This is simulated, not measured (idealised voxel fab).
The process module presented herein is designated voxel self aligned contacts.
The figure presents cross-section cut, which has a width of 285 nm and is divided into square cells with an edge length of 5 nm.
If you're reading a cross-section in this doc, picture square cells in a grid; it comes to you as bands, top ones listed first down to the bottom, and a band can be one or more rows of cells.
Basically the band line says how high the top is and how high the bottom is, in nm, and then what's in it from left to right, every material with its width in nm. Empty space shows up as "air", and if a single material carries "full width" it runs the full band edge to edge.
For the purposes of this specification, 0 denotes the height below which the wafer in its as-received condition is composed wholly of one material, and the lowermost band, lacking a lower limit, extends downward without end, as expressed in "0 nm and below".
Width spec "30 to 40" -> top row of cells at first value, bottom row at second value, equal per-row change in between.
What does "changes: none" mean for a step? It means no cell of the cross-section changed in that step.
In the "Voids, sealed" entry, you get each enclosed empty space of 8 cells or more, one with no open way to the top, written width x height at distance, distance from the left edge, in nm.
Past the settings on a step's line: simulator remark, on that step.
On any step carrying a mask, the "overlay nm" setting, if present on the step's line, tells how far right of its planned place the mask lay; negative values point to the left.

# plan
1,RECEIVE, material Si
2,OXIDIZE, depth nm 5
3,DIRECTIONAL_DEP, material polySi, thk nm 30
4,DIRECTIONAL_DEP, material SiN, thk nm 20
5,MASKED_ETCH, tone cover, mask id GATE, width nm 25, pitch nm 60, etch materials SiN, depth nm 20, overlay nm 0
6,MASKED_ETCH, tone cover, mask id GATE, width nm 25, pitch nm 60, etch materials polySi, depth nm 30, overlay nm 0
7,CONFORMAL_DEP, material SiN, thk nm 5
8,DIRECTIONAL_ETCH, etch materials SiN, depth nm 5
9,FILL_DEP, material SiO2, thk nm 15
10,CMP, height nm 60
11,DIRECTIONAL_DEP, material aC, thk nm 10
12,PATTERN, tone open, mask id CONTACT, material resist, width nm 45, thk nm 30, overlay nm 0
13,DIRECTIONAL_ETCH, etch materials aC, depth nm 10
14,STRIP, etch materials resist
15,DIRECTIONAL_ETCH, etch materials SiO2, depth nm 65
16,STRIP, etch materials aC
17,CONFORMAL_DEP, material TiN, thk nm 5
18,FILL_DEP, material W, thk nm 10
19,CMP, height nm 60
20,CONFORMAL_DEP, material SiCN, thk nm 5

# First wafer of two (run as planned)

# Cross-section of the incoming wafer, state after step 1
	0 nm and below = Si full width
	Voids, sealed: none

# after step 2
	0 nm to -5 nm = SiO2 full width
	Below a height of -5, the structure has not been altered.

# after step 3
	30 nm to 0 nm = polySi full width
	Below a height of 0, the structure has not been altered.

# after step 4
	50 nm to 30 nm = SiN full width
	Below a height of 30, the structure has not been altered.

# after step 5
	50 nm to 30 nm = air=100  SiN=25  air=35  SiN=25  air=100
	Below a height of 30, the structure has not been altered.

# after step 6
	50 nm to 30 nm = air=100  SiN=25  air=35  SiN=25  air=100
	30 nm to 0 nm = air=100  polySi=25  air=35  polySi=25  air=100
	Below a height of 0, the structure has not been altered.

# after step 7
	55 nm to 30 nm = air=95  SiN=35  air=25  SiN=35  air=95
	30 nm to 5 nm = air=95  SiN=5  polySi=25  SiN=5  air=25  SiN=5  polySi=25  SiN=5  air=95
	5 nm to 0 nm = SiN=100  polySi=25  SiN=35  polySi=25  SiN=100
	Below a height of 0, the structure has not been altered.

# after step 8
	50 nm to 30 nm = air=95  SiN=35  air=25  SiN=35  air=95
	30 nm to 0 nm = air=95  SiN=5  polySi=25  SiN=5  air=25  SiN=5  polySi=25  SiN=5  air=95
	Below a height of 0, the structure has not been altered.

# after step 9
	65 nm to 50 nm = SiO2 full width
	50 nm to 30 nm = SiO2=95  SiN=35  SiO2=25  SiN=35  SiO2=95
	30 nm to 0 nm = SiO2=95  SiN=5  polySi=25  SiN=5  SiO2=25  SiN=5  polySi=25  SiN=5  SiO2=95
	Below a height of 0, the structure has not been altered.

# after step 10
	60 nm to 50 nm = SiO2 full width
	Below a height of 50, the structure has not been altered.

# after step 11
	70 nm to 60 nm = aC full width
	Below a height of 60, the structure has not been altered.

# after step 12
	100 nm to 70 nm = resist=120  air=45  resist=120
	Below a height of 70, the structure has not been altered.

# after step 13
	90 nm to 70 nm = resist=120  air=45  resist=120
	70 nm to 60 nm = aC=120  air=45  aC=120
	Below a height of 60, the structure has not been altered.

# after step 14
	70 nm to 60 nm = aC=120  air=45  aC=120
	Below a height of 60, the structure has not been altered.

# after step 15
	70 nm to 60 nm = aC=120  air=45  aC=120
	60 nm to 50 nm = SiO2=120  air=45  SiO2=120
	50 nm to 30 nm = SiO2=95  SiN=35  air=25  SiN=35  SiO2=95
	30 nm to 0 nm = SiO2=95  SiN=5  polySi=25  SiN=5  air=25  SiN=5  polySi=25  SiN=5  SiO2=95
	0 nm to -5 nm = SiO2=130  air=25  SiO2=130
	Below a height of -5, the structure has not been altered.

# after step 16
	60 nm to 50 nm = SiO2=120  air=45  SiO2=120
	Below a height of 50, the structure has not been altered.

# after step 17
	65 nm to 60 nm = TiN=125  air=35  TiN=125
	60 nm to 50 nm = SiO2=120  TiN=5 to 15  air=35 to 15  TiN=5 to 15  SiO2=120
	50 nm to 30 nm = SiO2=95  SiN=35  TiN=5  air=15  TiN=5  SiN=35  SiO2=95
	30 nm to 0 nm = SiO2=95  SiN=5  polySi=25  SiN=5  TiN=5  air=15  TiN=5  SiN=5  polySi=25  SiN=5  SiO2=95
	0 nm to -5 nm = SiO2=130  TiN=25  SiO2=130
	Below a height of -5, the structure has not been altered.

# after step 18
	75 nm to 65 nm = W full width
	65 nm to 60 nm = TiN=125  W=35  TiN=125
	60 nm to 50 nm = SiO2=120  TiN=5 to 15  W=35 to 15  TiN=5 to 15  SiO2=120
	50 nm to 30 nm = SiO2=95  SiN=35  TiN=5  W=15  TiN=5  SiN=35  SiO2=95
	30 nm to 0 nm = SiO2=95  SiN=5  polySi=25  SiN=5  TiN=5  W=15  TiN=5  SiN=5  polySi=25  SiN=5  SiO2=95
	Below a height of 0, the structure has not been altered.

# after step 19
	60 nm to 50 nm = SiO2=120  TiN=5 to 15  W=35 to 15  TiN=5 to 15  SiO2=120
	Below a height of 50, the structure has not been altered.

# after step 20
	65 nm to 60 nm = SiCN full width
	Below a height of 60, the structure has not been altered.

# The second wafer was prepared from the same starting point and under the same plan as the first; its processing contained one mistake, and it remains indistinguishable from the first wafer up to and including step 1

Cross-section of the second wafer at the time by which step 2 should have been completed according to the plan: changes: none

# Cross-section of the second wafer at the time by which step 3 should have been completed according to the plan
	30 nm to 0 nm = polySi full width
	Below a height of 0, the structure has not been altered.

# Cross-section of the second wafer at the time by which step 4 should have been completed according to the plan
	50 nm to 30 nm = SiN full width
	Below a height of 30, the structure has not been altered.

# Cross-section of the second wafer at the time by which step 5 should have been completed according to the plan
	50 nm to 30 nm = air=100  SiN=25  air=35  SiN=25  air=100
	Below a height of 30, the structure has not been altered.

# Cross-section of the second wafer at the time by which step 6 should have been completed according to the plan
	50 nm to 30 nm = air=100  SiN=25  air=35  SiN=25  air=100
	30 nm to 0 nm = air=100  polySi=25  air=35  polySi=25  air=100
	Below a height of 0, the structure has not been altered.

# Cross-section of the second wafer at the time by which step 7 should have been completed according to the plan
	55 nm to 30 nm = air=95  SiN=35  air=25  SiN=35  air=95
	30 nm to 5 nm = air=95  SiN=5  polySi=25  SiN=5  air=25  SiN=5  polySi=25  SiN=5  air=95
	5 nm to 0 nm = SiN=100  polySi=25  SiN=35  polySi=25  SiN=100
	Below a height of 0, the structure has not been altered.

# Cross-section of the second wafer at the time by which step 8 should have been completed according to the plan
	50 nm to 30 nm = air=95  SiN=35  air=25  SiN=35  air=95
	30 nm to 0 nm = air=95  SiN=5  polySi=25  SiN=5  air=25  SiN=5  polySi=25  SiN=5  air=95
	Below a height of 0, the structure has not been altered.

# Cross-section of the second wafer at the time by which step 9 should have been completed according to the plan
	65 nm to 50 nm = SiO2 full width
	50 nm to 30 nm = SiO2=95  SiN=35  SiO2=25  SiN=35  SiO2=95
	30 nm to 0 nm = SiO2=95  SiN=5  polySi=25  SiN=5  SiO2=25  SiN=5  polySi=25  SiN=5  SiO2=95
	Below a height of 0, the structure has not been altered.

# Cross-section of the second wafer at the time by which step 10 should have been completed according to the plan
	60 nm to 50 nm = SiO2 full width
	Below a height of 50, the structure has not been altered.

# Cross-section of the second wafer at the time by which step 11 should have been completed according to the plan
	70 nm to 60 nm = aC full width
	Below a height of 60, the structure has not been altered.

# Cross-section of the second wafer at the time by which step 12 should have been completed according to the plan
	100 nm to 70 nm = resist=120  air=45  resist=120
	Below a height of 70, the structure has not been altered.

# Cross-section of the second wafer at the time by which step 13 should have been completed according to the plan
	90 nm to 70 nm = resist=120  air=45  resist=120
	70 nm to 60 nm = aC=120  air=45  aC=120
	Below a height of 60, the structure has not been altered.

# Cross-section of the second wafer at the time by which step 14 should have been completed according to the plan
	70 nm to 60 nm = aC=120  air=45  aC=120
	Below a height of 60, the structure has not been altered.

# Cross-section of the second wafer at the time by which step 15 should have been completed according to the plan
	70 nm to 60 nm = aC=120  air=45  aC=120
	60 nm to 50 nm = SiO2=120  air=45  SiO2=120
	50 nm to 30 nm = SiO2=95  SiN=35  air=25  SiN=35  SiO2=95
	30 nm to 0 nm = SiO2=95  SiN=5  polySi=25  SiN=5  air=25  SiN=5  polySi=25  SiN=5  SiO2=95
	Below a height of 0, the structure has not been altered.

# Cross-section of the second wafer at the time by which step 16 should have been completed according to the plan
	60 nm to 50 nm = SiO2=120  air=45  SiO2=120
	Below a height of 50, the structure has not been altered.

# Cross-section of the second wafer at the time by which step 17 should have been completed according to the plan
	65 nm to 60 nm = TiN=125  air=35  TiN=125
	60 nm to 50 nm = SiO2=120  TiN=5 to 15  air=35 to 15  TiN=5 to 15  SiO2=120
	50 nm to 30 nm = SiO2=95  SiN=35  TiN=5  air=15  TiN=5  SiN=35  SiO2=95
	30 nm to 5 nm = SiO2=95  SiN=5  polySi=25  SiN=5  TiN=5  air=15  TiN=5  SiN=5  polySi=25  SiN=5  SiO2=95
	5 nm to 0 nm = SiO2=95  SiN=5  polySi=25  SiN=5  TiN=25  SiN=5  polySi=25  SiN=5  SiO2=95
	Below a height of 0, the structure has not been altered.

# Cross-section of the second wafer at the time by which step 18 should have been completed according to the plan
	75 nm to 65 nm = W full width
	65 nm to 60 nm = TiN=125  W=35  TiN=125
	60 nm to 50 nm = SiO2=120  TiN=5 to 15  W=35 to 15  TiN=5 to 15  SiO2=120
	50 nm to 30 nm = SiO2=95  SiN=35  TiN=5  W=15  TiN=5  SiN=35  SiO2=95
	30 nm to 5 nm = SiO2=95  SiN=5  polySi=25  SiN=5  TiN=5  W=15  TiN=5  SiN=5  polySi=25  SiN=5  SiO2=95
	Below a height of 5, the structure has not been altered.

# Cross-section of the second wafer at the time by which step 19 should have been completed according to the plan
	60 nm to 50 nm = SiO2=120  TiN=5 to 15  W=35 to 15  TiN=5 to 15  SiO2=120
	Below a height of 50, the structure has not been altered.

# Cross-section of the second wafer at the time by which step 20 should have been completed according to the plan
	65 nm to 60 nm = SiCN full width
	Below a height of 60, the structure has not been altered.
What was the processing mistake? step 2 from the plan never happened, it was just skipped
Wrapping up, a cell-based count of both wafers puts the second over or under the first for these materials: 57 more of Si; 52 fewer of SiO2; 2 fewer of TiN; 3 fewer of W
